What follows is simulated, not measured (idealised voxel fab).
Module name: voxel released beams (process module)
Cross-section cut: width 285 nm, square cells of 5 nm.
Each cross-section below is a grid of square cells, stated as bands in top-down order, with one or more rows of cells making up each band.
Top, bottom (nm), then materials left to right with widths (nm); lone material tagged "edge to edge" fills the whole band edge to edge; "blank" = empty space.
A quick word on heights: they are counted from 0, and under that level the wafer as it came to us is one material throughout. The lowest band is different from the rest in having no bottom; it simply continues downward, written as in "0 nm and below".
You'd read "30->40" like this: the band's top row of cells is as wide as the first number, its bottom row is as wide as the second, and going down, every row changes width by the same amount as the row before did.
Reading "stayed the same" for a step: not a cell of the cross-section changed in it.
You'll see "Closed void catalog" listing empty spaces that have no way open to the top, as long as they're 8 cells or more; the notation is width x height at distance, where the distance is from the left edge, and all of it is in nm.
The remark found on a step's line after its settings is issued by the simulator itself and pertains to that step.
"overlay nm" answers the question of how far to the right of plan the mask lay on a step that has a mask, and when it is negative the answer is to the left.

The planned process steps are enumerated hereunder
1. RECEIVE,material Si
2. CONFORMAL_DEP,material SiN,thk nm 5
3. DIRECTIONAL_DEP,material SiO2,thk nm 15
4. PATTERN,tone open,mask id ANCHOR,material resist,width nm 35,thk nm 20,overlay nm 0
5. DIRECTIONAL_ETCH,etch materials SiO2,depth nm 15
6. STRIP,etch materials resist
7. CONFORMAL_DEP,material polySi,thk nm 15
8. DIRECTIONAL_DEP,material aC,thk nm 15
9. PATTERN,tone cover,mask id BEAM,material resist,width nm 100,thk nm 30,overlay nm 0
10. DIRECTIONAL_ETCH,etch materials aC,depth nm 15
11. STRIP,etch materials resist
12. DIRECTIONAL_ETCH,etch materials polySi,depth nm 15
13. STRIP,etch materials aC
14. STRIP,etch materials SiO2

As-received state of the wafer in cross-section, equivalent to post-step 1
  0 nm and below = Si edge to edge
  Closed void catalog: none

Sectioned view, first of two wafers, at the close of the module, processed as intended in the plan
  35 nm to 20 nm = 90 blank; 20 polySi; 5 blank; 75 polySi; 95 blank
  20 nm to 5 nm = 95 blank; 35 polySi; 155 blank
  5 nm to 0 nm = SiN edge to edge
  0 nm and below = Si edge to edge
  Closed void catalog: none

Second of two wafers, module complete, sectioned: it shares the first wafer's start and plan but was run with one mistake
  30 nm to 15 nm = 90 blank; 20 polySi; 5 blank; 75 polySi; 95 blank
  15 nm to 0 nm = 95 blank; 35 polySi; 155 blank
  0 nm and below = Si edge to edge
  Closed void catalog: none
What was the processing mistake? step 2 from the plan never happened, it was just skipped
It is noted that, at the conclusion of processing, the second wafer exhibits a higher or lower cell count for certain materials relative to the first: SiN: 57 fewer
